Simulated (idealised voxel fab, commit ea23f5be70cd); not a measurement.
process module | voxel spacer lines
cross-section cut | 235 nm wide | cells 5 nm
A cross-section is a grid of square cells, given in bands from the top down. A band is one or more rows of cells.
Each band's line starts with the height of the band's top and of its bottom, in nm. Then come its materials from left to right, each with its width in nm. One material with "throughout" fills the band from edge to edge. "air" is empty space.
Height 0 is the level under which the wafer as received is all one material. The lowest band goes on downwards, as in "0 down".
A width such as "30 to 40" changes by the same amount from each row of cells to the next, from the band's top row to its bottom row.
"no change" after a step means that no cell of the cross-section changed.
closed voids: empty space of 8 cells or more with no open way to the top, each as width x height at its distance from the left edge, in nm
after a step's settings: what the simulator itself notes on the step
overlay nm, on a step with a mask: how far to the right of its planned place the mask lay; to the left if negative
plan
1 op RECEIVE | material Si
2 op CONFORMAL_DEP | material Al2O3 | thk nm 5
3 op DIRECTIONAL_DEP | material W | thk nm 20
4 op DIRECTIONAL_DEP | material polySi | thk nm 30
5 op PATTERN | tone cover | mask id MANDREL | material resist | width nm 20 | pitch nm 60 | thk nm 35 | overlay nm 0
6 op DIRECTIONAL_ETCH | etch materials polySi | depth nm 30
7 op STRIP | etch materials resist
8 op CONFORMAL_DEP | material SiO2 | thk nm 5
9 op DIRECTIONAL_ETCH | etch materials SiO2 | depth nm 10
10 op STRIP | etch materials polySi
11 op DIRECTIONAL_ETCH | etch materials W | depth nm 20
12 op STRIP | etch materials SiO2
13 op FILL_DEP | material SiO2 | thk nm 5
14 op CMP | height nm 25
varied across the wafers: thk nm of step 8. The plan shows the first wafer's value. All wafers start alike
first wafer as received, after step 1
  0 down: Si throughout
  closed voids: none
each wafer at the end: cells of each material gained (+) or lost (-) since it was received, then its closed voids
thk nm 5 | +47 Al2O3 | +172 SiO2 | +16 W | closed voids: none
thk nm 10 | +47 Al2O3 | +156 SiO2 | +32 W | closed voids: none
thk nm 15 | +47 Al2O3 | +188 W | closed voids: none
thk nm 20 | +47 Al2O3 | +188 W | closed voids: none
thk nm 25 | +47 Al2O3 | +188 W | closed voids: none
